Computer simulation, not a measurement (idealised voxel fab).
process module | voxel air gaps
cross-section cut | 280 nm wide | cells 5 nm
A cross-section is a grid of square cells, given in bands from the top down. A band is one or more rows of cells.
Each band's line starts with the height of the band's top and of its bottom, in nm. Then come its materials from left to right, each with its width in nm. One material with "throughout" fills the band from edge to edge. "air" is empty space.
Height 0 is the level under which the wafer as received is all one material. The lowest band goes on downwards, as in "0 down".
A width such as "30 to 40" changes by the same amount from each row of cells to the next, from the band's top row to its bottom row.
"no change" after a step means that no cell of the cross-section changed.
closed voids: empty space of 8 cells or more with no open way to the top, each as width x height at its distance from the left edge, in nm
after a step's settings: what the simulator itself notes on the step
overlay nm, on a step with a mask: how far to the right of its planned place the mask lay; to the left if negative
plan
1 op RECEIVE | material Si
2 op CONFORMAL_DEP | material SiO2 | thk nm 10
3 op CONFORMAL_DEP | material SiCN | thk nm 5
4 op DIRECTIONAL_DEP | material lowk | thk nm 40
5 op DIRECTIONAL_DEP | material aC | thk nm 15
6 op PATTERN | tone open | mask id LINES | material resist | width nm 25 | pitch nm 50 | thk nm 30 | overlay nm 0
7 op DIRECTIONAL_ETCH | etch materials aC | depth nm 15
8 op STRIP | etch materials resist
9 op DIRECTIONAL_ETCH | etch materials lowk | depth nm 40
10 op STRIP | etch materials aC
11 op CONFORMAL_DEP | material TiN | thk nm 5
12 op FILL_DEP | material Ru | thk nm 10
13 op CMP | height nm 55
14 op EPI | material Ru | thk nm 10
15 op SELECTIVE_ETCH | etch materials lowk | depth nm 50
16 op CONFORMAL_DEP | material SiCN | thk nm 5
first wafer, as planned
as received, after step 1
  0 down: Si throughout
  closed voids: none
after step 2
  10 to 0: SiO2 throughout
  below 0: unchanged
after step 3
  15 to 10: SiCN throughout
  below 10: unchanged
after step 4
  55 to 15: lowk throughout
  below 15: unchanged
after step 5
  70 to 55: aC throughout
  below 55: unchanged
after step 6
  100 to 70: resist 75 | air 25 | resist 25 | air 25 | resist 25 | air 25 | resist 80
  below 70: unchanged
after step 7
  85 to 70: resist 75 | air 25 | resist 25 | air 25 | resist 25 | air 25 | resist 80
  70 to 55: aC 75 | air 25 | aC 25 | air 25 | aC 25 | air 25 | aC 80
  below 55: unchanged
after step 8
  70 to 55: aC 75 | air 25 | aC 25 | air 25 | aC 25 | air 25 | aC 80
  below 55: unchanged
after step 9
  70 to 55: aC 75 | air 25 | aC 25 | air 25 | aC 25 | air 25 | aC 80
  55 to 15: lowk 75 | air 25 | lowk 25 | air 25 | lowk 25 | air 25 | lowk 80
  below 15: unchanged
after step 10
  55 to 15: lowk 75 | air 25 | lowk 25 | air 25 | lowk 25 | air 25 | lowk 80
  below 15: unchanged
after step 11
  60 to 55: TiN 80 | air 15 | TiN 35 | air 15 | TiN 35 | air 15 | TiN 85
  55 to 20: lowk 75 | TiN 5 | air 15 | TiN 5 | lowk 25 | TiN 5 | air 15 | TiN 5 | lowk 25 | TiN 5 | air 15 | TiN 5 | lowk 80
  20 to 15: lowk 75 | TiN 25 | lowk 25 | TiN 25 | lowk 25 | TiN 25 | lowk 80
  below 15: unchanged
after step 12
  70 to 60: Ru throughout
  60 to 55: TiN 80 | Ru 15 | TiN 35 | Ru 15 | TiN 35 | Ru 15 | TiN 85
  55 to 20: lowk 75 | TiN 5 | Ru 15 | TiN 5 | lowk 25 | TiN 5 | Ru 15 | TiN 5 | lowk 25 | TiN 5 | Ru 15 | TiN 5 | lowk 80
  below 20: unchanged
after step 13
  55 to 20: lowk 75 | TiN 5 | Ru 15 | TiN 5 | lowk 25 | TiN 5 | Ru 15 | TiN 5 | lowk 25 | TiN 5 | Ru 15 | TiN 5 | lowk 80
  below 20: unchanged
after step 14
  65 to 55: air 65 | Ru 45 | air 5 | Ru 45 | air 5 | Ru 45 | air 70
  below 55: unchanged
after step 15
  65 to 55: air 65 | Ru 45 | air 5 | Ru 45 | air 5 | Ru 45 | air 70
  55 to 20: air 75 | TiN 5 | Ru 15 | TiN 5 | air 25 | TiN 5 | Ru 15 | TiN 5 | air 25 | TiN 5 | Ru 15 | TiN 5 | air 80
  20 to 15: air 75 | TiN 25 | air 25 | TiN 25 | air 25 | TiN 25 | air 80
  below 15: unchanged
after step 16
  70 to 65: air 60 | SiCN 155 | air 65
  65 to 55: air 60 | SiCN 5 | Ru 45 | SiCN 5 | Ru 45 | SiCN 5 | Ru 45 | SiCN 5 | air 65
  55 to 50: air 60 | SiCN 15 | TiN 5 | Ru 15 | TiN 5 | SiCN 25 | TiN 5 | Ru 15 | TiN 5 | SiCN 25 | TiN 5 | Ru 15 | TiN 5 | SiCN 15 | air 65
  50 to 20: air 70 | SiCN 5 | TiN 5 | Ru 15 | TiN 5 | SiCN 5 | air 15 | SiCN 5 | TiN 5 | Ru 15 | TiN 5 | SiCN 5 | air 15 | SiCN 5 | TiN 5 | Ru 15 | TiN 5 | SiCN 5 | air 75
  20 to 15: SiCN 75 | TiN 25 | SiCN 25 | TiN 25 | SiCN 25 | TiN 25 | SiCN 80
  below 15: unchanged
  closed voids: 15 x 30 at 105; 15 x 30 at 155
second wafer: like start, like plan, one mistake. Through step 2 it matches the first wafer
when step 3 should have ended
  15 to 10: Ru throughout
  below 10: unchanged
when step 4 should have ended
  55 to 15: lowk throughout
  below 15: unchanged
when step 5 should have ended
  70 to 55: aC throughout
  below 55: unchanged
when step 6 should have ended
  100 to 70: resist 75 | air 25 | resist 25 | air 25 | resist 25 | air 25 | resist 80
  below 70: unchanged
when step 7 should have ended
  85 to 70: resist 75 | air 25 | resist 25 | air 25 | resist 25 | air 25 | resist 80
  70 to 55: aC 75 | air 25 | aC 25 | air 25 | aC 25 | air 25 | aC 80
  below 55: unchanged
when step 8 should have ended
  70 to 55: aC 75 | air 25 | aC 25 | air 25 | aC 25 | air 25 | aC 80
  below 55: unchanged
when step 9 should have ended
  70 to 55: aC 75 | air 25 | aC 25 | air 25 | aC 25 | air 25 | aC 80
  55 to 15: lowk 75 | air 25 | lowk 25 | air 25 | lowk 25 | air 25 | lowk 80
  below 15: unchanged
when step 10 should have ended
  55 to 15: lowk 75 | air 25 | lowk 25 | air 25 | lowk 25 | air 25 | lowk 80
  below 15: unchanged
when step 11 should have ended
  60 to 55: TiN 80 | air 15 | TiN 35 | air 15 | TiN 35 | air 15 | TiN 85
  55 to 20: lowk 75 | TiN 5 | air 15 | TiN 5 | lowk 25 | TiN 5 | air 15 | TiN 5 | lowk 25 | TiN 5 | air 15 | TiN 5 | lowk 80
  20 to 15: lowk 75 | TiN 25 | lowk 25 | TiN 25 | lowk 25 | TiN 25 | lowk 80
  below 15: unchanged
when step 12 should have ended
  70 to 60: Ru throughout
  60 to 55: TiN 80 | Ru 15 | TiN 35 | Ru 15 | TiN 35 | Ru 15 | TiN 85
  55 to 20: lowk 75 | TiN 5 | Ru 15 | TiN 5 | lowk 25 | TiN 5 | Ru 15 | TiN 5 | lowk 25 | TiN 5 | Ru 15 | TiN 5 | lowk 80
  below 20: unchanged
when step 13 should have ended
  55 to 20: lowk 75 | TiN 5 | Ru 15 | TiN 5 | lowk 25 | TiN 5 | Ru 15 | TiN 5 | lowk 25 | TiN 5 | Ru 15 | TiN 5 | lowk 80
  below 20: unchanged
when step 14 should have ended
  65 to 55: air 65 | Ru 45 | air 5 | Ru 45 | air 5 | Ru 45 | air 70
  below 55: unchanged
when step 15 should have ended
  65 to 55: air 65 | Ru 45 | air 5 | Ru 45 | air 5 | Ru 45 | air 70
  55 to 20: air 75 | TiN 5 | Ru 15 | TiN 5 | air 25 | TiN 5 | Ru 15 | TiN 5 | air 25 | TiN 5 | Ru 15 | TiN 5 | air 80
  20 to 15: air 75 | TiN 25 | air 25 | TiN 25 | air 25 | TiN 25 | air 80
  below 15: unchanged
when step 16 should have ended
  70 to 65: air 60 | SiCN 155 | air 65
  65 to 55: air 60 | SiCN 5 | Ru 45 | SiCN 5 | Ru 45 | SiCN 5 | Ru 45 | SiCN 5 | air 65
  55 to 50: air 60 | SiCN 15 | TiN 5 | Ru 15 | TiN 5 | SiCN 25 | TiN 5 | Ru 15 | TiN 5 | SiCN 25 | TiN 5 | Ru 15 | TiN 5 | SiCN 15 | air 65
  50 to 20: air 70 | SiCN 5 | TiN 5 | Ru 15 | TiN 5 | SiCN 5 | air 15 | SiCN 5 | TiN 5 | Ru 15 | TiN 5 | SiCN 5 | air 15 | SiCN 5 | TiN 5 | Ru 15 | TiN 5 | SiCN 5 | air 75
  20 to 15: SiCN 75 | TiN 25 | SiCN 25 | TiN 25 | SiCN 25 | TiN 25 | SiCN 80
  below 15: unchanged
  closed voids: 15 x 30 at 105; 15 x 30 at 155
what went wrong: step 3 ran as: op CONFORMAL_DEP | material Ru | thk nm 5
at the end the second wafer has, in cells: 56 more of Ru | 56 fewer of SiCN
